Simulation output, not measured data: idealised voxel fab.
The process module presented herein is designated voxel double patterning.
The cross-section on display is named cut; it measures 255 nm wide, and its cells are 5 nm squares.
In what follows, cross-sections appear as grids of square cells, described through bands that run from the top down, where every band is one or more rows of cells.
Top, bottom (nm), then materials left to right with widths (nm); lone material tagged "everywhere" fills the whole band edge to edge; "empty" = empty space.
It should be noted that heights are counted from 0, beneath which the wafer as supplied is of one material throughout, and that the lowest band possesses no lower boundary but continues downward, as written in "top 0, no bottom".
Per-row width for "30->40": begins at first number (top row of band), ends at second number (bottom row), increment between rows held constant.
You'll sometimes find "no modifications" written for a step, and that's the way of saying that nowhere in the cross-section did a cell change during that step.
"Entrapped voids" means: voids of 8 cells or more that are shut off from the top with no open way through. Written width x height at distance, distance from the left edge, in nm.
On a step's line, text after the settings is the simulator commenting on that step.
Among the settings permitted on a step's line is "overlay nm"; applied to a step with a mask, it specifies the extent to which the mask lay to the right of its planned position, whereas a negative figure signifies a position to the left.
# The process steps that were planned are listed below
1,RECEIVE with material Si
2,CONFORMAL_DEP with material SiO2, thk nm 10
3,DIRECTIONAL_DEP with material polySi, thk nm 15
4,DIRECTIONAL_DEP with material SiCN, thk nm 5
5,PATTERN with tone open, mask id FIRST, material resist, width nm 15, pitch nm 50, thk nm 15, overlay nm 0
6,DIRECTIONAL_ETCH with etch materials SiCN, depth nm 5
7,STRIP with etch materials resist
8,MASKED_ETCH with tone open, mask id SECOND, width nm 15, etch materials SiCN, depth nm 5, overlay nm 0
9,DIRECTIONAL_ETCH with etch materials polySi, depth nm 15
10,STRIP with etch materials SiCN
# Cross-section of the wafer at receipt, which is the condition after step 1
  top 0, no bottom  Si everywhere
  Entrapped voids: none
# First of two wafers at the end of the module, shown in cross-section; run carried out as planned
  top 25, bottom 10  polySi=95 | empty=15 | polySi=10 | empty=15 | polySi=10 | empty=15 | polySi=95
  top 10, bottom 0  SiO2 everywhere
  top 0, no bottom  Si everywhere
  Entrapped voids: none
# This cross-section belongs to the second wafer of two at the end of the module; the start and the plan were shared with the first, and the run included one mistake
  top 35, bottom 20  polySi=95 | empty=15 | polySi=10 | empty=15 | polySi=10 | empty=15 | polySi=95
  top 20, bottom 10  polySi everywhere
  top 10, bottom 0  SiO2 everywhere
  top 0, no bottom  Si everywhere
  Entrapped voids: none
Nonconformance to the process plan: it should be noted that step 3 was executed with settings other than those planned, the operation and settings actually applied being DIRECTIONAL_DEP with material polySi, thk nm 25
Final cells, second wafer relative to first, materials higher or lower: polySi: 102 more
